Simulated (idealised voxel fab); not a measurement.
Module name: voxel gate over fins (process module)
Square cells of 5 nm make up the cross-section cut, whose width is 160 nm.
This document writes a cross-section as a grid whose cells are square, and gives it as bands, listed from the top down; one or more rows of cells form a band.
In this notation a band is specified by the heights of its top and bottom, in that order and in nm, after which its materials appear from left to right, each paired with its width in nm. The word "full width" attached to a single material means that material fills the band from edge to edge; the word "empty" stands for empty space.
Below 0: as-received wafer, all one material; heights counted from there. Lowest band: no bottom, goes on down, written "from 0 down".
The expression "30 to 40" gives the width at the extremes of the band, the first number at its top row of cells and the second at its bottom row, with the width changing by equal amounts from each row to the next in between.
Basically "all unchanged" means that step didn't change any cell in the cross-section.
For the entry "Listed closed voids", the listed items are empty spaces with no open way to the top whose size is 8 cells or more; each item follows the pattern width x height at distance, where distance is from the left edge and all three are in nm.
On each step's line, the part that comes after the settings is the simulator's own comment on the step.
overlay nm: where the mask lay relative to plan, measured to the right, on steps with a mask; negatives go left.
How should the pairs below be read? Each gives the cross-section before one process step and the cross-section after it, the latter drawn only to the lowest band that changed; the step that lies between them, with its settings, appears under the pair. Does a pair pick up where the pair above left off? Only where its entry headed "Cross-section, before" says so, since pairs can come from different runs of this module on the same starting wafer.

## Cross-section, before
	from 5 to 0 = SiO2 15 nm | SiN 25 nm | SiO2 5 nm | empty 15 nm | SiO2 5 nm | SiN 25 nm | SiO2 25 nm | SiN 25 nm | SiO2 20 nm
	from 0 to -35 = SiO2 15 nm | Si 25 nm | SiO2 5 nm | empty 15 nm | SiO2 5 nm | Si 25 nm | SiO2 25 nm | Si 25 nm | SiO2 20 nm
	from -35 to -40 = SiO2 15 nm | Si 25 nm | SiO2 25 nm | Si 25 nm | SiO2 25 nm | Si 25 nm | SiO2 20 nm
	from -40 down = Si full width
	Listed closed voids: none

## Cross-Section Thereafter
	from 10 to 5 = TiN 50 nm | empty 5 nm | TiN 105 nm
	from 5 to 0 = SiO2 15 nm | SiN 25 nm | SiO2 5 nm | TiN 5 nm | empty 5 nm | TiN 5 nm | SiO2 5 nm | SiN 25 nm | SiO2 25 nm | SiN 25 nm | SiO2 20 nm
	from 0 to -30 = SiO2 15 nm | Si 25 nm | SiO2 5 nm | TiN 5 nm | empty 5 nm | TiN 5 nm | SiO2 5 nm | Si 25 nm | SiO2 25 nm | Si 25 nm | SiO2 20 nm
	from -30 to -35 = SiO2 15 nm | Si 25 nm | SiO2 5 nm | TiN 15 nm | SiO2 5 nm | Si 25 nm | SiO2 25 nm | Si 25 nm | SiO2 20 nm
	Lower than -35, everything is as it was.
	Listed closed voids: none
Going from one cross-section above to the next, the wafer undergoes op CONFORMAL_DEP | material TiN | thk nm 5

Cross-section, before: the after view from the pair directly above serves as the before view here.

## Cross-Section Thereafter
	from 15 to 10 = Ru full width
	from 10 to 5 = TiN 50 nm | Ru 5 nm | TiN 105 nm
	from 5 to 0 = SiO2 15 nm | SiN 25 nm | SiO2 5 nm | TiN 5 nm | Ru 5 nm | TiN 5 nm | SiO2 5 nm | SiN 25 nm | SiO2 25 nm | SiN 25 nm | SiO2 20 nm
	from 0 to -30 = SiO2 15 nm | Si 25 nm | SiO2 5 nm | TiN 5 nm | Ru 5 nm | TiN 5 nm | SiO2 5 nm | Si 25 nm | SiO2 25 nm | Si 25 nm | SiO2 20 nm
	Lower than -30, everything is as it was.
	Listed closed voids: none
Going from one cross-section above to the next, the wafer undergoes op FILL_DEP | material Ru | thk nm 5

Cross-section, before: the after view from the pair directly above serves as the before view here.

## Cross-Section Thereafter
	from 5 to 0 = SiO2 15 nm | SiN 25 nm | SiO2 5 nm | TiN 5 nm | Ru 5 nm | TiN 5 nm | SiO2 5 nm | SiN 25 nm | SiO2 25 nm | SiN 25 nm | SiO2 20 nm
	Lower than 0, everything is as it was.
	Listed closed voids: none
Going from one cross-section above to the next, the wafer undergoes op CMP | height nm 5

Cross-section, before: the after view from the pair directly above serves as the before view here.

## Cross-Section Thereafter
	from 5 to 0 = SiO2 15 nm | SiN 25 nm | SiO2 5 nm | empty 15 nm | SiO2 5 nm | SiN 25 nm | SiO2 25 nm | SiN 25 nm | SiO2 20 nm
	from 0 to -20 = SiO2 15 nm | Si 25 nm | SiO2 5 nm | empty 15 nm | SiO2 5 nm | Si 25 nm | SiO2 25 nm | Si 25 nm | SiO2 20 nm
	Lower than -20, everything is as it was.
	Listed closed voids: none
Going from one cross-section above to the next, the wafer undergoes op SELECTIVE_ETCH | etch materials W Ru TiN | depth nm 25

Cross-section, before: the after view from the pair directly above serves as the before view here.

## Cross-Section Thereafter
	from 10 to 5 = SiO2 full width
	from 5 to 0 = SiO2 15 nm | SiN 25 nm | SiO2 25 nm | SiN 25 nm | SiO2 25 nm | SiN 25 nm | SiO2 20 nm
	from 0 to -20 = SiO2 15 nm | Si 25 nm | SiO2 25 nm | Si 25 nm | SiO2 25 nm | Si 25 nm | SiO2 20 nm
	Lower than -20, everything is as it was.
	Listed closed voids: none
Going from one cross-section above to the next, the wafer undergoes op FILL_DEP | material SiO2 | thk nm 5

Cross-section, before: the after view from the pair directly above serves as the before view here.

## Cross-Section Thereafter
	from 5 to 0 = SiO2 15 nm | SiN 25 nm | SiO2 25 nm | SiN 25 nm | SiO2 25 nm | SiN 25 nm | SiO2 20 nm
	Lower than 0, everything is as it was.
	Listed closed voids: none
Going from one cross-section above to the next, the wafer undergoes op CMP | height nm 5

Cross-section, before: the after view from the pair directly above serves as the before view here.

## Cross-Section Thereafter
	from 5 to 0 = empty 15 nm | SiN 25 nm | empty 25 nm | SiN 25 nm | empty 25 nm | SiN 25 nm | empty 20 nm
	from 0 to -10 = empty 15 nm | Si 25 nm | empty 25 nm | Si 25 nm | empty 25 nm | Si 25 nm | empty 20 nm
	Lower than -10, everything is as it was.
	Listed closed voids: none
Going from one cross-section above to the next, the wafer undergoes op SELECTIVE_ETCH | etch materials SiO2 | depth nm 15

Cross-section, before: the after view from the pair directly above serves as the before view here.

## Cross-Section Thereafter
	from 0 to -10 = empty 15 nm | Si 25 nm | empty 25 nm | Si 25 nm | empty 25 nm | Si 25 nm | empty 20 nm
	Lower than -10, everything is as it was.
	Listed closed voids: none
Going from one cross-section above to the next, the wafer undergoes op STRIP | etch materials SiN

Cross-section, before: the after view from the pair directly above serves as the before view here.

## Cross-Section Thereafter
	from 5 to 0 = empty 10 nm | HfO2 35 nm | empty 15 nm | HfO2 35 nm | empty 15 nm | HfO2 35 nm | empty 15 nm
	from 0 to -5 = empty 10 nm | HfO2 5 nm | Si 25 nm | HfO2 5 nm | empty 15 nm | HfO2 5 nm | Si 25 nm | HfO2 5 nm | empty 15 nm | HfO2 5 nm | Si 25 nm | HfO2 5 nm | empty 15 nm
	from -5 to -10 = HfO2 15 nm | Si 25 nm | HfO2 25 nm | Si 25 nm | HfO2 25 nm | Si 25 nm | HfO2 20 nm
	Lower than -10, everything is as it was.
	Listed closed voids: none
Going from one cross-section above to the next, the wafer undergoes op CONFORMAL_DEP | material HfO2 | thk nm 5

Cross-section, before: the after view from the pair directly above serves as the before view here.

## Cross-Section Thereafter
	from 10 to 5 = empty 5 nm | TiN 45 nm | empty 5 nm | TiN 45 nm | empty 5 nm | TiN 45 nm | empty 10 nm
	from 5 to 0 = empty 5 nm | TiN 5 nm | HfO2 35 nm | TiN 5 nm | empty 5 nm | TiN 5 nm | HfO2 35 nm | TiN 5 nm | empty 5 nm | TiN 5 nm | HfO2 35 nm | TiN 5 nm | empty 10 nm
	from 0 to -5 = TiN 10 nm | HfO2 5 nm | Si 25 nm | HfO2 5 nm | TiN 15 nm | HfO2 5 nm | Si 25 nm | HfO2 5 nm | TiN 15 nm | HfO2 5 nm | Si 25 nm | HfO2 5 nm | TiN 15 nm
	Lower than -5, everything is as it was.
	Listed closed voids: none
Going from one cross-section above to the next, the wafer undergoes op CONFORMAL_DEP | material TiN | thk nm 5

Cross-section, before: the after view from the pair directly above serves as the before view here.

## Cross-Section Thereafter
	from 15 to 10 = TiAl 155 nm | empty 5 nm
	from 10 to 5 = TiAl 5 nm | TiN 45 nm | TiAl 5 nm | TiN 45 nm | TiAl 5 nm | TiN 45 nm | TiAl 5 nm | empty 5 nm
	from 5 to 0 = TiAl 5 nm | TiN 5 nm | HfO2 35 nm | TiN 5 nm | TiAl 5 nm | TiN 5 nm | HfO2 35 nm | TiN 5 nm | TiAl 5 nm | TiN 5 nm | HfO2 35 nm | TiN 5 nm | TiAl 10 nm
	Lower than 0, everything is as it was.
	Listed closed voids: none
Going from one cross-section above to the next, the wafer undergoes op CONFORMAL_DEP | material TiAl | thk nm 5

Cross-section, before: the after view from the pair directly above serves as the before view here.

## Cross-Section Thereafter
	from 20 to 15 = TiN full width
	from 15 to 10 = TiAl 155 nm | TiN 5 nm
	from 10 to 5 = TiAl 5 nm | TiN 45 nm | TiAl 5 nm | TiN 45 nm | TiAl 5 nm | TiN 45 nm | TiAl 5 nm | TiN 5 nm
	Lower than 5, everything is as it was.
	Listed closed voids: none
Going from one cross-section above to the next, the wafer undergoes op CONFORMAL_DEP | material TiN | thk nm 5

Cross-section, before: the after view from the pair directly above serves as the before view here.

## Cross-Section Thereafter
	from 35 to 20 = W full width
	Lower than 20, everything is as it was.
	Listed closed voids: none
Going from one cross-section above to the next, the wafer undergoes op FILL_DEP | material W | thk nm 15

Cross-section, before: the after view from the pair directly above serves as the before view here.

## Cross-Section Thereafter
	from 30 to 20 = W full width
	Lower than 20, everything is as it was.
	Listed closed voids: none
Going from one cross-section above to the next, the wafer undergoes op CMP | height nm 30

Cross-section, before: the after view from the pair directly above serves as the before view here.

## Cross-Section Thereafter
	from 40 to 30 = SiCN full width
	Lower than 30, everything is as it was.
	Listed closed voids: none
Going from one cross-section above to the next, the wafer undergoes op CONFORMAL_DEP | material SiCN | thk nm 10

## Cross-section, before
	from 20 to 5 = aC full width
	from 5 to 0 = SiO2 20 nm | SiN 15 nm | SiO2 35 nm | SiN 15 nm | SiO2 35 nm | SiN 15 nm | SiO2 25 nm
	from 0 to -40 = SiO2 20 nm | Si 15 nm | SiO2 35 nm | Si 15 nm | SiO2 35 nm | Si 15 nm | SiO2 25 nm
	from -40 down = Si full width
	Listed closed voids: none

## Cross-Section Thereafter
	from 50 to 20 = resist 40 nm | empty 15 nm | resist 105 nm
	Lower than 20, everything is as it was.
	Listed closed voids: none
Going from one cross-section above to the next, the wafer undergoes op PATTERN | tone open | mask id RAIL | material resist | width nm 15 | thk nm 30 | overlay nm -5

Cross-section, before: the after view from the pair directly above serves as the before view here.

## Cross-Section Thereafter
	from 35 to 20 = resist 40 nm | empty 15 nm | resist 105 nm
	from 20 to 5 = aC 40 nm | empty 15 nm | aC 105 nm
	Lower than 5, everything is as it was.
	Listed closed voids: none
Going from one cross-section above to the next, the wafer undergoes op DIRECTIONAL_ETCH | etch materials aC | depth nm 15

Cross-section, before: the after view from the pair directly above serves as the before view here.

## Cross-Section Thereafter
	from 20 to 5 = aC 40 nm | empty 15 nm | aC 105 nm
	Lower than 5, everything is as it was.
	Listed closed voids: none
Going from one cross-section above to the next, the wafer undergoes op STRIP | etch materials resist

Cross-section, before: the after view from the pair directly above serves as the before view here.

## Cross-Section Thereafter
	from 20 to 5 = aC 40 nm | empty 15 nm | aC 105 nm
	from 5 to 0 = SiO2 20 nm | SiN 15 nm | SiO2 5 nm | empty 15 nm | SiO2 15 nm | SiN 15 nm | SiO2 35 nm | SiN 15 nm | SiO2 25 nm
	from 0 to -35 = SiO2 20 nm | Si 15 nm | SiO2 5 nm | empty 15 nm | SiO2 15 nm | Si 15 nm | SiO2 35 nm | Si 15 nm | SiO2 25 nm
	Lower than -35, everything is as it was.
	Listed closed voids: none
Going from one cross-section above to the next, the wafer undergoes op DIRECTIONAL_ETCH | etch materials SiO2 | depth nm 40

Cross-section, before: the after view from the pair directly above serves as the before view here.

## Cross-Section Thereafter
	from 5 to 0 = SiO2 20 nm | SiN 15 nm | SiO2 5 nm | empty 15 nm | SiO2 15 nm | SiN 15 nm | SiO2 35 nm | SiN 15 nm | SiO2 25 nm
	Lower than 0, everything is as it was.
	Listed closed voids: none
Going from one cross-section above to the next, the wafer undergoes op STRIP | etch materials aC

Cross-section, before: the after view from the pair directly above serves as the before view here.

## Cross-Section Thereafter
	from 10 to 5 = TiN 45 nm | empty 5 nm | TiN 110 nm
	from 5 to 0 = SiO2 20 nm | SiN 15 nm | SiO2 5 nm | TiN 5 nm | empty 5 nm | TiN 5 nm | SiO2 15 nm | SiN 15 nm | SiO2 35 nm | SiN 15 nm | SiO2 25 nm
	from 0 to -30 = SiO2 20 nm | Si 15 nm | SiO2 5 nm | TiN 5 nm | empty 5 nm | TiN 5 nm | SiO2 15 nm | Si 15 nm | SiO2 35 nm | Si 15 nm | SiO2 25 nm
	from -30 to -35 = SiO2 20 nm | Si 15 nm | SiO2 5 nm | TiN 15 nm | SiO2 15 nm | Si 15 nm | SiO2 35 nm | Si 15 nm | SiO2 25 nm
	Lower than -35, everything is as it was.
	Listed closed voids: none
Going from one cross-section above to the next, the wafer undergoes op CONFORMAL_DEP | material TiN | thk nm 5

Cross-section, before: the after view from the pair directly above serves as the before view here.

## Cross-Section Thereafter
	from 15 to 10 = Ru full width
	from 10 to 5 = TiN 45 nm | Ru 5 nm | TiN 110 nm
	from 5 to 0 = SiO2 20 nm | SiN 15 nm | SiO2 5 nm | TiN 5 nm | Ru 5 nm | TiN 5 nm | SiO2 15 nm | SiN 15 nm | SiO2 35 nm | SiN 15 nm | SiO2 25 nm
	from 0 to -30 = SiO2 20 nm | Si 15 nm | SiO2 5 nm | TiN 5 nm | Ru 5 nm | TiN 5 nm | SiO2 15 nm | Si 15 nm | SiO2 35 nm | Si 15 nm | SiO2 25 nm
	Lower than -30, everything is as it was.
	Listed closed voids: none
Going from one cross-section above to the next, the wafer undergoes op FILL_DEP | material Ru | thk nm 5

Cross-section, before: the after view from the pair directly above serves as the before view here.

## Cross-Section Thereafter
	from 5 to 0 = SiO2 20 nm | SiN 15 nm | SiO2 5 nm | TiN 5 nm | Ru 5 nm | TiN 5 nm | SiO2 15 nm | SiN 15 nm | SiO2 35 nm | SiN 15 nm | SiO2 25 nm
	Lower than 0, everything is as it was.
	Listed closed voids: none
Going from one cross-section above to the next, the wafer undergoes op CMP | height nm 5

Cross-section, before: the after view from the pair directly above serves as the before view here.

## Cross-Section Thereafter
	from 5 to 0 = SiO2 20 nm | SiN 15 nm | SiO2 5 nm | empty 15 nm | SiO2 15 nm | SiN 15 nm | SiO2 35 nm | SiN 15 nm | SiO2 25 nm
	from 0 to -20 = SiO2 20 nm | Si 15 nm | SiO2 5 nm | empty 15 nm | SiO2 15 nm | Si 15 nm | SiO2 35 nm | Si 15 nm | SiO2 25 nm
	Lower than -20, everything is as it was.
	Listed closed voids: none
Going from one cross-section above to the next, the wafer undergoes op SELECTIVE_ETCH | etch materials W Ru TiN | depth nm 25

Cross-section, before: the after view from the pair directly above serves as the before view here.

## Cross-Section Thereafter
	from 10 to 5 = SiO2 full width
	from 5 to 0 = SiO2 20 nm | SiN 15 nm | SiO2 35 nm | SiN 15 nm | SiO2 35 nm | SiN 15 nm | SiO2 25 nm
	from 0 to -20 = SiO2 20 nm | Si 15 nm | SiO2 35 nm | Si 15 nm | SiO2 35 nm | Si 15 nm | SiO2 25 nm
	Lower than -20, everything is as it was.
	Listed closed voids: none
Going from one cross-section above to the next, the wafer undergoes op FILL_DEP | material SiO2 | thk nm 5

Cross-section, before: the after view from the pair directly above serves as the before view here.

## Cross-Section Thereafter
	from 5 to 0 = SiO2 20 nm | SiN 15 nm | SiO2 35 nm | SiN 15 nm | SiO2 35 nm | SiN 15 nm | SiO2 25 nm
	Lower than 0, everything is as it was.
	Listed closed voids: none
Going from one cross-section above to the next, the wafer undergoes op CMP | height nm 5

Cross-section, before: the after view from the pair directly above serves as the before view here.

## Cross-Section Thereafter
	from 5 to 0 = empty 20 nm | SiN 15 nm | empty 35 nm | SiN 15 nm | empty 35 nm | SiN 15 nm | empty 25 nm
	from 0 to -10 = empty 20 nm | Si 15 nm | empty 35 nm | Si 15 nm | empty 35 nm | Si 15 nm | empty 25 nm
	Lower than -10, everything is as it was.
	Listed closed voids: none
Going from one cross-section above to the next, the wafer undergoes op SELECTIVE_ETCH | etch materials SiO2 | depth nm 15

Cross-section, before: the after view from the pair directly above serves as the before view here.

## Cross-Section Thereafter
	from 0 to -10 = empty 20 nm | Si 15 nm | empty 35 nm | Si 15 nm | empty 35 nm | Si 15 nm | empty 25 nm
	Lower than -10, everything is as it was.
	Listed closed voids: none
Going from one cross-section above to the next, the wafer undergoes op STRIP | etch materials SiN

Cross-section, before: the after view from the pair directly above serves as the before view here.

## Cross-Section Thereafter
	from 5 to 0 = empty 15 nm | HfO2 25 nm | empty 25 nm | HfO2 25 nm | empty 25 nm | HfO2 25 nm | empty 20 nm
	from 0 to -5 = empty 15 nm | HfO2 5 nm | Si 15 nm | HfO2 5 nm | empty 25 nm | HfO2 5 nm | Si 15 nm | HfO2 5 nm | empty 25 nm | HfO2 5 nm | Si 15 nm | HfO2 5 nm | empty 20 nm
	from -5 to -10 = HfO2 20 nm | Si 15 nm | HfO2 35 nm | Si 15 nm | HfO2 35 nm | Si 15 nm | HfO2 25 nm
	Lower than -10, everything is as it was.
	Listed closed voids: none
Going from one cross-section above to the next, the wafer undergoes op CONFORMAL_DEP | material HfO2 | thk nm 5

Cross-section, before: the after view from the pair directly above serves as the before view here.

## Cross-Section Thereafter
	from 10 to 5 = empty 10 nm | TiN 35 nm | empty 15 nm | TiN 35 nm | empty 15 nm | TiN 35 nm | empty 15 nm
	from 5 to 0 = empty 10 nm | TiN 5 nm | HfO2 25 nm | TiN 5 nm | empty 15 nm | TiN 5 nm | HfO2 25 nm | TiN 5 nm | empty 15 nm | TiN 5 nm | HfO2 25 nm | TiN 5 nm | empty 15 nm
	from 0 to -5 = TiN 15 nm | HfO2 5 nm | Si 15 nm | HfO2 5 nm | TiN 25 nm | HfO2 5 nm | Si 15 nm | HfO2 5 nm | TiN 25 nm | HfO2 5 nm | Si 15 nm | HfO2 5 nm | TiN 20 nm
	Lower than -5, everything is as it was.
	Listed closed voids: none
Going from one cross-section above to the next, the wafer undergoes op CONFORMAL_DEP | material TiN | thk nm 5

Cross-section, before: the after view from the pair directly above serves as the before view here.

## Cross-Section Thereafter
	from 15 to 10 = empty 5 nm | TiAl 45 nm | empty 5 nm | TiAl 45 nm | empty 5 nm | TiAl 45 nm | empty 10 nm
	from 10 to 5 = empty 5 nm | TiAl 5 nm | TiN 35 nm | TiAl 5 nm | empty 5 nm | TiAl 5 nm | TiN 35 nm | TiAl 5 nm | empty 5 nm | TiAl 5 nm | TiN 35 nm | TiAl 5 nm | empty 10 nm
	from 5 to 0 = TiAl 10 nm | TiN 5 nm | HfO2 25 nm | TiN 5 nm | TiAl 15 nm | TiN 5 nm | HfO2 25 nm | TiN 5 nm | TiAl 15 nm | TiN 5 nm | HfO2 25 nm | TiN 5 nm | TiAl 15 nm
	Lower than 0, everything is as it was.
	Listed closed voids: none
Going from one cross-section above to the next, the wafer undergoes op CONFORMAL_DEP | material TiAl | thk nm 5

Cross-section, before: the after view from the pair directly above serves as the before view here.

## Cross-Section Thereafter
	from 20 to 15 = TiN 155 nm | empty 5 nm
	from 15 to 10 = TiN 5 nm | TiAl 45 nm | TiN 5 nm | TiAl 45 nm | TiN 5 nm | TiAl 45 nm | TiN 5 nm | empty 5 nm
	from 10 to 5 = TiN 5 nm | TiAl 5 nm | TiN 35 nm | TiAl 5 nm | TiN 5 nm | TiAl 5 nm | TiN 35 nm | TiAl 5 nm | TiN 5 nm | TiAl 5 nm | TiN 35 nm | TiAl 5 nm | TiN 10 nm
	Lower than 5, everything is as it was.
	Listed closed voids: none
Going from one cross-section above to the next, the wafer undergoes op CONFORMAL_DEP | material TiN | thk nm 5

Cross-section, before: the after view from the pair directly above serves as the before view here.

## Cross-Section Thereafter
	from 35 to 20 = W full width
	from 20 to 15 = TiN 155 nm | W 5 nm
	from 15 to 10 = TiN 5 nm | TiAl 45 nm | TiN 5 nm | TiAl 45 nm | TiN 5 nm | TiAl 45 nm | TiN 5 nm | W 5 nm
	Lower than 10, everything is as it was.
	Listed closed voids: none
Going from one cross-section above to the next, the wafer undergoes op FILL_DEP | material W | thk nm 15

Cross-section, before: the after view from the pair directly above serves as the before view here.

## Cross-Section Thereafter
	from 30 to 20 = W full width
	Lower than 20, everything is as it was.
	Listed closed voids: none
Going from one cross-section above to the next, the wafer undergoes op CMP | height nm 30

Cross-section, before: the after view from the pair directly above serves as the before view here.

## Cross-Section Thereafter
	from 40 to 30 = SiCN full width
	Lower than 30, everything is as it was.
	Listed closed voids: none
Going from one cross-section above to the next, the wafer undergoes op CONFORMAL_DEP | material SiCN | thk nm 10

## Cross-section, before
	from 5 to 0 = empty 20 nm | SiN 15 nm | empty 35 nm | SiN 15 nm | empty 35 nm | SiN 15 nm | empty 25 nm
	from 0 to -40 = empty 20 nm | Si 15 nm | empty 35 nm | Si 15 nm | empty 35 nm | Si 15 nm | empty 25 nm
	from -40 down = Si full width
	Listed closed voids: none

## Cross-Section Thereafter
	from 20 to 0 = SiN full width
	from 0 to -40 = SiN 20 nm | Si 15 nm | SiN 35 nm | Si 15 nm | SiN 35 nm | Si 15 nm | SiN 25 nm
	Lower than -40, everything is as it was.
	Listed closed voids: none
Going from one cross-section above to the next, the wafer undergoes op FILL_DEP | material SiN | thk nm 15

Cross-section, before: the after view from the pair directly above serves as the before view here.

## Cross-Section Thereafter
	from 5 to 0 = SiN full width
	Lower than 0, everything is as it was.
	Listed closed voids: none
Going from one cross-section above to the next, the wafer undergoes op CMP | height nm 5

Cross-section, before: the after view from the pair directly above serves as the before view here.

## Cross-Section Thereafter
	from 20 to 5 = aC full width
	Lower than 5, everything is as it was.
	Listed closed voids: none
Going from one cross-section above to the next, the wafer undergoes op DIRECTIONAL_DEP | material aC | thk nm 15

Cross-section, before: the after view from the pair directly above serves as the before view here.

## Cross-Section Thereafter
	from 50 to 20 = resist 45 nm | empty 15 nm | resist 100 nm
	Lower than 20, everything is as it was.
	Listed closed voids: none
Going from one cross-section above to the next, the wafer undergoes op PATTERN | tone open | mask id RAIL | material resist | width nm 15 | thk nm 30 | overlay nm 0

Cross-section, before: the after view from the pair directly above serves as the before view here.

## Cross-Section Thereafter
	from 35 to 20 = resist 45 nm | empty 15 nm | resist 100 nm
	from 20 to 5 = aC 45 nm | empty 15 nm | aC 100 nm
	Lower than 5, everything is as it was.
	Listed closed voids: none
Going from one cross-section above to the next, the wafer undergoes op DIRECTIONAL_ETCH | etch materials aC | depth nm 15

Cross-section, before: the after view from the pair directly above serves as the before view here.

## Cross-Section Thereafter
	from 20 to 5 = aC 45 nm | empty 15 nm | aC 100 nm
	Lower than 5, everything is as it was.
	Listed closed voids: none
Going from one cross-section above to the next, the wafer undergoes op STRIP | etch materials resist

Cross-section, before: the after view from the pair directly above serves as the before view here.

## Cross-Section Thereafter
	from 5 to 0 = SiN full width
	Lower than 0, everything is as it was.
	Listed closed voids: none
Going from one cross-section above to the next, the wafer undergoes op STRIP | etch materials aC

Cross-section, before: the after view from the pair directly above serves as the before view here.

## Cross-Section Thereafter
	from 10 to 5 = TiN full width
	Lower than 5, everything is as it was.
	Listed closed voids: none
Going from one cross-section above to the next, the wafer undergoes op CONFORMAL_DEP | material TiN | thk nm 5

Cross-section, before: the after view from the pair directly above serves as the before view here.

## Cross-Section Thereafter
	from 15 to 10 = Ru full width
	Lower than 10, everything is as it was.
	Listed closed voids: none
Going from one cross-section above to the next, the wafer undergoes op FILL_DEP | material Ru | thk nm 5

Cross-section, before: the after view from the pair directly above serves as the before view here.

## Cross-Section Thereafter
	from 5 to 0 = SiN full width
	Lower than 0, everything is as it was.
	Listed closed voids: none
Going from one cross-section above to the next, the wafer undergoes op CMP | height nm 5

Cross-section, before: the after view from the pair directly above serves as the before view here.

## Cross-Section Thereafter
	from 10 to 5 = SiO2 full width
	Lower than 5, everything is as it was.
	Listed closed voids: none
Going from one cross-section above to the next, the wafer undergoes op FILL_DEP | material SiO2 | thk nm 5

Cross-section, before: the after view from the pair directly above serves as the before view here.

## Cross-Section Thereafter
	from 5 to 0 = SiN full width
	Lower than 0, everything is as it was.
	Listed closed voids: none
Going from one cross-section above to the next, the wafer undergoes op CMP | height nm 5

Cross-section, before: the after view from the pair directly above serves as the before view here.

## Cross-Section Thereafter
	from 0 to -40 = empty 20 nm | Si 15 nm | empty 35 nm | Si 15 nm | empty 35 nm | Si 15 nm | empty 25 nm
	Lower than -40, everything is as it was.
	Listed closed voids: none
Going from one cross-section above to the next, the wafer undergoes op STRIP | etch materials SiN

Cross-section, before: the after view from the pair directly above serves as the before view here.

## Cross-Section Thereafter
	from 5 to 0 = empty 15 nm | HfO2 25 nm | empty 25 nm | HfO2 25 nm | empty 25 nm | HfO2 25 nm | empty 20 nm
	from 0 to -35 = empty 15 nm | HfO2 5 nm | Si 15 nm | HfO2 5 nm | empty 25 nm | HfO2 5 nm | Si 15 nm | HfO2 5 nm | empty 25 nm | HfO2 5 nm | Si 15 nm | HfO2 5 nm | empty 20 nm
	from -35 to -40 = HfO2 20 nm | Si 15 nm | HfO2 35 nm | Si 15 nm | HfO2 35 nm | Si 15 nm | HfO2 25 nm
	Lower than -40, everything is as it was.
	Listed closed voids: none
Going from one cross-section above to the next, the wafer undergoes op CONFORMAL_DEP | material HfO2 | thk nm 5

Cross-section, before: the after view from the pair directly above serves as the before view here.

## Cross-Section Thereafter
	from 10 to 5 = empty 10 nm | TiN 35 nm | empty 15 nm | TiN 35 nm | empty 15 nm | TiN 35 nm | empty 15 nm
	from 5 to 0 = empty 10 nm | TiN 5 nm | HfO2 25 nm | TiN 5 nm | empty 15 nm | TiN 5 nm | HfO2 25 nm | TiN 5 nm | empty 15 nm | TiN 5 nm | HfO2 25 nm | TiN 5 nm | empty 15 nm
	from 0 to -30 = empty 10 nm | TiN 5 nm | HfO2 5 nm | Si 15 nm | HfO2 5 nm | TiN 5 nm | empty 15 nm | TiN 5 nm | HfO2 5 nm | Si 15 nm | HfO2 5 nm | TiN 5 nm | empty 15 nm | TiN 5 nm | HfO2 5 nm | Si 15 nm | HfO2 5 nm | TiN 5 nm | empty 15 nm
	from -30 to -35 = TiN 15 nm | HfO2 5 nm | Si 15 nm | HfO2 5 nm | TiN 25 nm | HfO2 5 nm | Si 15 nm | HfO2 5 nm | TiN 25 nm | HfO2 5 nm | Si 15 nm | HfO2 5 nm | TiN 20 nm
	Lower than -35, everything is as it was.
	Listed closed voids: none
Going from one cross-section above to the next, the wafer undergoes op CONFORMAL_DEP | material TiN | thk nm 5

Cross-section, before: the after view from the pair directly above serves as the before view here.

## Cross-Section Thereafter
	from 15 to 10 = empty 5 nm | TiAl 45 nm | empty 5 nm | TiAl 45 nm | empty 5 nm | TiAl 45 nm | empty 10 nm
	from 10 to 5 = empty 5 nm | TiAl 5 nm | TiN 35 nm | TiAl 5 nm | empty 5 nm | TiAl 5 nm | TiN 35 nm | TiAl 5 nm | empty 5 nm | TiAl 5 nm | TiN 35 nm | TiAl 5 nm | empty 10 nm
	from 5 to 0 = empty 5 nm | TiAl 5 nm | TiN 5 nm | HfO2 25 nm | TiN 5 nm | TiAl 5 nm | empty 5 nm | TiAl 5 nm | TiN 5 nm | HfO2 25 nm | TiN 5 nm | TiAl 5 nm | empty 5 nm | TiAl 5 nm | TiN 5 nm | HfO2 25 nm | TiN 5 nm | TiAl 5 nm | empty 10 nm
	from 0 to -25 = empty 5 nm | TiAl 5 nm | TiN 5 nm | HfO2 5 nm | Si 15 nm | HfO2 5 nm | TiN 5 nm | TiAl 5 nm | empty 5 nm | TiAl 5 nm | TiN 5 nm | HfO2 5 nm | Si 15 nm | HfO2 5 nm | TiN 5 nm | TiAl 5 nm | empty 5 nm | TiAl 5 nm | TiN 5 nm | HfO2 5 nm | Si 15 nm | HfO2 5 nm | TiN 5 nm | TiAl 5 nm | empty 10 nm
	from -25 to -30 = TiAl 10 nm | TiN 5 nm | HfO2 5 nm | Si 15 nm | HfO2 5 nm | TiN 5 nm | TiAl 15 nm | TiN 5 nm | HfO2 5 nm | Si 15 nm | HfO2 5 nm | TiN 5 nm | TiAl 15 nm | TiN 5 nm | HfO2 5 nm | Si 15 nm | HfO2 5 nm | TiN 5 nm | TiAl 15 nm
	Lower than -30, everything is as it was.
	Listed closed voids: none
Going from one cross-section above to the next, the wafer undergoes op CONFORMAL_DEP | material TiAl | thk nm 5
